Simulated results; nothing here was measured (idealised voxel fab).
The following is a process module called voxel gate over fins.
Cross-section cut spans 225 nm and uses square cells 5 nm in size.
A cross-section is written here as square cells arranged in a grid, and it is given in bands from the top down, each band taking up one or more rows of cells. Top height, bottom height, nm. Materials left to right, width each, nm. Single material + "throughout" = fills band edge to edge. "blank" = empty. The reference from which all heights are counted is 0, the level beneath which the as-received wafer is entirely one material; the lowest band, having no lower bound, proceeds downward and is written after the example "0..down". A width such as "30 to 40" changes by the same amount from each row of cells to the next, from the band's top row to its bottom row. For the purposes of this document, the phrase "remained the same" attached to a step denotes that no cell within the cross-section was modified by that step. Closed-off voids of 8+ cells (no open route to the top) go in "Tabulated closed voids", written width x height at distance from the left edge, in nm. Where a step's line continues beyond its settings, the continuation is a remark by the simulator itself on that step. overlay nm: where the mask lay relative to plan, measured to the right, on steps with a mask; negatives go left.

Planned step list for the process
1 RECEIVE with material Si
2 CONFORMAL_DEP with material SiN, thk nm 5
3 PATTERN with tone cover, mask id FINS, material resist, width nm 15, pitch nm 35, thk nm 15, overlay nm 0
4 DIRECTIONAL_ETCH with etch materials SiN, depth nm 5
5 DIRECTIONAL_ETCH with etch materials Si, depth nm 40
6 STRIP with etch materials resist
7 OXIDIZE with depth nm 5
8 FILL_DEP with material SiO2, thk nm 15
9 CMP with height nm 5
10 SELECTIVE_ETCH with etch materials SiO2, depth nm 20
11 STRIP with etch materials SiN
12 CONFORMAL_DEP with material HfO2, thk nm 5
13 CONFORMAL_DEP with material TiN, thk nm 5
14 FILL_DEP with material W, thk nm 15
15 CMP with height nm 20
16 CONFORMAL_DEP with material SiCN, thk nm 5

Delivered wafer in cross-section: state after step 1
0..down  Si throughout
Tabulated closed voids: none

End-of-module cross-section of the first of two wafers, processed as planned
25..20  SiCN throughout
20..10  W throughout
10..5  65 of W  25 of TiN  10 of W  25 of TiN  10 of W  25 of TiN  65 of W
5..0  65 of W  5 of TiN  15 of HfO2  5 of TiN  10 of W  5 of TiN  15 of HfO2  5 of TiN  10 of W  5 of TiN  15 of HfO2  5 of TiN  65 of W
0..-5  65 of W  5 of TiN  5 of HfO2  5 of Si  5 of HfO2  5 of TiN  10 of W  5 of TiN  5 of HfO2  5 of Si  5 of HfO2  5 of TiN  10 of W  5 of TiN  5 of HfO2  5 of Si  5 of HfO2  5 of TiN  65 of W
-5..-10  70 of TiN  5 of HfO2  5 of Si  5 of HfO2  20 of TiN  5 of HfO2  5 of Si  5 of HfO2  20 of TiN  5 of HfO2  5 of Si  5 of HfO2  70 of TiN
-10..-15  75 of HfO2  5 of Si  30 of HfO2  5 of Si  30 of HfO2  5 of Si  75 of HfO2
-15..-45  75 of SiO2  5 of Si  30 of SiO2  5 of Si  30 of SiO2  5 of Si  75 of SiO2
-45..down  Si throughout
Tabulated closed voids: none

End-of-module cross-section of the second wafer: identical starting point and process plan to the first, with one processing mistake
25..20  SiCN throughout
20..10  W throughout
10..5  65 of W  30 of TiN  5 of W  30 of TiN  5 of W  30 of TiN  60 of W
5..0  65 of W  5 of TiN  20 of HfO2  5 of TiN  5 of W  5 of TiN  20 of HfO2  5 of TiN  5 of W  5 of TiN  20 of HfO2  5 of TiN  60 of W
0..-5  65 of W  5 of TiN  5 of HfO2  10 of Si  5 of HfO2  5 of TiN  5 of W  5 of TiN  5 of HfO2  10 of Si  5 of HfO2  5 of TiN  5 of W  5 of TiN  5 of HfO2  10 of Si  5 of HfO2  5 of TiN  60 of W
-5..-10  70 of TiN  5 of HfO2  10 of Si  5 of HfO2  15 of TiN  5 of HfO2  10 of Si  5 of HfO2  15 of TiN  5 of HfO2  10 of Si  5 of HfO2  65 of TiN
-10..-15  75 of HfO2  10 of Si  25 of HfO2  10 of Si  25 of HfO2  10 of Si  70 of HfO2
-15..-45  75 of SiO2  10 of Si  25 of SiO2  10 of Si  25 of SiO2  10 of Si  70 of SiO2
-45..down  Si throughout
Tabulated closed voids: none
Finding, execution versus plan: step 3 ran with different settings than intended, the actual operation and settings being PATTERN with tone cover, mask id FINS, material resist, width nm 20, pitch nm 35, thk nm 15, overlay nm 0
The closing comparison, in cells, has the second wafer with more or fewer of some materials than the first: +27 Si | -18 SiO2 | -9 W
